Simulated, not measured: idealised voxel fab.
Proc. module: voxel released beams
The width of the displayed cross-section, cut, is 175 nm; its cells are square, with a size of 5 nm.
For the purposes of this document, a cross-section shall be understood as a grid of square cells, specified as bands listed in top-to-bottom order, each band consisting of one or more rows of cells.
What a band's entry tells you: where the top is and where the bottom is, as heights in nm, and after that what lies inside, material by material from left to right, each with its width in nm. Empty space is written as the word "empty", and a single material marked with the word "all across" occupies the band from edge to edge.
Zero point of the height axis is 0; under it, received wafer = one material. Lowest band: continues down indefinitely, "0 -> down".
Width: "30 to 40" (first number = top row, second number = bottom row, same change from row to row of cells).
It should be understood that the words "nothing changed", when stated for a given step, signify that the cross-section underwent no change in any of its cells during that step.
"Enclosed cavity list": sealed empty spaces, 8 cells or more, no open way to top, listed width x height at distance, with distance from the left edge and width, height and distance in nm.
Past the settings on a step's line: simulator remark, on that step.
"overlay nm", when on a step's line for a step with a mask, measures how far to the right of its planned place the mask lay; a negative measure means to the left.
## These are the steps we planned for the process
1 RECEIVE (material Si)
2 CONFORMAL_DEP (material SiN; thk nm 10)
3 DIRECTIONAL_DEP (material SiO2; thk nm 10)
4 MASKED_ETCH (tone open; mask id ANCHOR; width nm 25; etch materials SiO2; depth nm 10; overlay nm 0)
5 CONFORMAL_DEP (material W; thk nm 10)
6 PATTERN (tone cover; mask id BEAM; material resist; width nm 70; thk nm 15; overlay nm 0)
7 DIRECTIONAL_ETCH (etch materials W; depth nm 10)
8 STRIP (etch materials resist)
9 STRIP (etch materials SiO2)
## First of the two wafers, run per plan
## Incoming wafer, cross-sectional view, post step 1
0 -> down = Si all across
Enclosed cavity list: none
## Once step 2 is through, the wafer looks like this in cross-section
10 -> 0 = SiN all across
Beneath the level 0, the cross-section is identical to its previous state.
## Once step 3 is through, the wafer looks like this in cross-section
20 -> 10 = SiO2 all across
Beneath the level 10, the cross-section is identical to its previous state.
## Once step 4 is through, the wafer looks like this in cross-section
20 -> 10 = 55 SiO2 / 25 empty / 95 SiO2
Beneath the level 10, the cross-section is identical to its previous state.
## Once step 5 is through, the wafer looks like this in cross-section
30 -> 20 = 65 W / 5 empty / 105 W
20 -> 10 = 55 SiO2 / 25 W / 95 SiO2
Beneath the level 10, the cross-section is identical to its previous state.
## Once step 6 is through, the wafer looks like this in cross-section
45 -> 30 = 50 empty / 70 resist / 55 empty
30 -> 20 = 65 W / 5 resist / 105 W
Beneath the level 20, the cross-section is identical to its previous state.
## Once step 7 is through, the wafer looks like this in cross-section
45 -> 30 = 50 empty / 70 resist / 55 empty
30 -> 20 = 50 empty / 15 W / 5 resist / 50 W / 55 empty
Beneath the level 20, the cross-section is identical to its previous state.
## Once step 8 is through, the wafer looks like this in cross-section
30 -> 20 = 50 empty / 15 W / 5 empty / 50 W / 55 empty
Beneath the level 20, the cross-section is identical to its previous state.
## Once step 9 is through, the wafer looks like this in cross-section
30 -> 20 = 50 empty / 15 W / 5 empty / 50 W / 55 empty
20 -> 10 = 55 empty / 25 W / 95 empty
Beneath the level 10, the cross-section is identical to its previous state.
## Okay, second wafer. Nothing different at the start, nothing different in the plan, just one mistake somewhere in the running. As far as step 3, counting that step, it's the first wafer all over again
## The second wafer cut through, at the time step 4 was supposed to be finished
20 -> 10 = 55 empty / 25 SiO2 / 95 empty
Beneath the level 10, the cross-section is identical to its previous state.
## The second wafer cut through, at the time step 5 was supposed to be finished
30 -> 20 = 45 empty / 45 W / 85 empty
20 -> 10 = 55 W / 25 SiO2 / 95 W
Beneath the level 10, the cross-section is identical to its previous state.
## The second wafer cut through, at the time step 6 was supposed to be finished
45 -> 30 = 50 empty / 70 resist / 55 empty
30 -> 20 = 45 empty / 45 W / 30 resist / 55 empty
Beneath the level 20, the cross-section is identical to its previous state.
## The second wafer cut through, at the time step 7 was supposed to be finished
45 -> 30 = 50 empty / 70 resist / 55 empty
30 -> 20 = 50 empty / 40 W / 30 resist / 55 empty
20 -> 10 = 45 empty / 10 W / 25 SiO2 / 40 W / 55 empty
Beneath the level 10, the cross-section is identical to its previous state.
## The second wafer cut through, at the time step 8 was supposed to be finished
30 -> 20 = 50 empty / 40 W / 85 empty
Beneath the level 20, the cross-section is identical to its previous state.
The second wafer cut through, at the time step 9 was supposed to be finished: nothing changed
The mistake made against the process plan was this: in deviation from the planned setting, step 4 was conducted as MASKED_ETCH (tone cover; mask id ANCHOR; width nm 25; etch materials SiO2; depth nm 10; overlay nm 0)
The final cell counts differ between the wafers, with the second having more or fewer of some materials than the first: SiO2: 10 more
